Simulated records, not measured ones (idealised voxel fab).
process module | voxel double patterning
cross-section cut | 190 nm wide | cells 5 nm
A cross-section is a grid of square cells, given in bands from the top down. A band is one or more rows of cells.
Each band's line starts with the height of the band's top and of its bottom, in nm. Then come its materials from left to right, each with its width in nm. One material with "throughout" fills the band from edge to edge. "air" is empty space.
Height 0 is the level under which the wafer as received is all one material. The lowest band goes on downwards, as in "0 down".
A width such as "30 to 40" changes by the same amount from each row of cells to the next, from the band's top row to its bottom row.
"no change" after a step means that no cell of the cross-section changed.
closed voids: empty space of 8 cells or more with no open way to the top, each as width x height at its distance from the left edge, in nm
after a step's settings: what the simulator itself notes on the step
overlay nm, on a step with a mask: how far to the right of its planned place the mask lay; to the left if negative
plan
1 op RECEIVE | material Si
2 op CONFORMAL_DEP | material SiO2 | thk nm 10
3 op DIRECTIONAL_DEP | material polySi | thk nm 15
4 op DIRECTIONAL_DEP | material SiN | thk nm 5
5 op DIRECTIONAL_DEP | material aC | thk nm 10
6 op PATTERN | tone open | mask id FIRST | material resist | width nm 15 | pitch nm 50 | thk nm 30 | overlay nm 0
7 op DIRECTIONAL_ETCH | etch materials aC | depth nm 10
8 op STRIP | etch materials resist
9 op DIRECTIONAL_ETCH | etch materials SiN | depth nm 5
10 op STRIP | etch materials aC
11 op MASKED_ETCH | tone open | mask id SECOND | width nm 15 | pitch nm 50 | etch materials SiN | depth nm 5 | overlay nm -15
12 op DIRECTIONAL_ETCH | etch materials polySi | depth nm 15
13 op STRIP | etch materials SiN
varied across the wafers: overlay nm of step 11. The plan shows the first wafer's value. All wafers start alike
first wafer as received, after step 1
  0 down: Si throughout
  closed voids: none
each wafer at the end: cells of each material gained (+) or lost (-) since it was received, then its closed voids
overlay nm -15 | +76 SiO2 | +75 polySi | closed voids: none
overlay nm -10 | +76 SiO2 | +69 polySi | closed voids: none
overlay nm -5 | +76 SiO2 | +69 polySi | closed voids: none
overlay nm 0 | +76 SiO2 | +69 polySi | closed voids: none
overlay nm 5 | +76 SiO2 | +69 polySi | closed voids: none
overlay nm 10 | +76 SiO2 | +69 polySi | closed voids: none
overlay nm 15 | +76 SiO2 | +75 polySi | closed voids: none
